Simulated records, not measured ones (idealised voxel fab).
The name of this process module is voxel ribs on slabs.
Each square cell in cross-section cut measures 5 nm, and the section as a whole is 200 nm wide.
We lay out every cross-section as a grid of square cells and spell it out in bands from the top down, where one band means one or more rows of cells.
The entry gives the band's vertical extent as a top height and a bottom height in nm, then its horizontal make-up as materials from left to right, each with a width in nm. "blank" stands for empty space; a single material marked "all across" fills the band edge to edge.
Below 0: as-received wafer, all one material; heights counted from there. Lowest band: no bottom, goes on down, written "0 and below".
Per-row width for "30->40": begins at first number (top row of band), ends at second number (bottom row), increment between rows held constant.
"nothing changed", as given for a step, is the statement that not any cell of the cross-section underwent a change during that step.
Any empty space of 8 cells or more lacking an open way to the top shows up in "Encapsulated voids" as width x height at distance, distance from the left edge, in nm.
On a step's line, text after the settings is the simulator commenting on that step.
"overlay nm" denotes, for a step that has a mask, the displacement of the mask to the right of its planned place, with negative values corresponding to the left.

**Set out below are the planned steps of the process**
- 1: RECEIVE [material Si]
- 2: DIRECTIONAL_DEP [material SiO2] [thk nm 30]
- 3: DIRECTIONAL_DEP [material SiN] [thk nm 15]
- 4: PATTERN [tone cover] [mask id RIB] [material resist] [width nm 30] [thk nm 20] [overlay nm 0]
- 5: DIRECTIONAL_ETCH [etch materials SiN] [depth nm 5]
- 6: STRIP [etch materials resist]
- 7: PATTERN [tone cover] [mask id SLAB] [material resist] [width nm 70] [thk nm 20] [overlay nm 0]
- 8: DIRECTIONAL_ETCH [etch materials SiN] [depth nm 10]
- 9: STRIP [etch materials resist]
- 10: FILL_DEP [material SiO2] [thk nm 25]
- 11: CMP [height nm 60]
- 12: DIRECTIONAL_DEP [material TiN] [thk nm 5]
- 13: PATTERN [tone cover] [mask id HEATER] [material resist] [width nm 40] [thk nm 15] [overlay nm 0]
- 14: DIRECTIONAL_ETCH [etch materials TiN] [depth nm 5]
- 15: STRIP [etch materials resist]
- 16: CONFORMAL_DEP [material SiO2] [thk nm 10]

**Wafer at receipt (post step 1), cross-section**
> 0 and below: Si all across
> Encapsulated voids: none

**Cross-section, end of module. Start: as above. Plan: as above. Execution: one mistake**
> 65 down to 60: 80 nm blank | 40 nm TiN | 80 nm blank
> 60 down to 45: SiO2 all across
> 45 down to 40: 85 nm SiO2 | 30 nm SiN | 85 nm SiO2
> 40 down to 30: 65 nm SiO2 | 70 nm SiN | 65 nm SiO2
> 30 down to 0: SiO2 all across
> 0 and below: Si all across
> Encapsulated voids: none
So what did we get wrong on this run? plan step 16 skipped
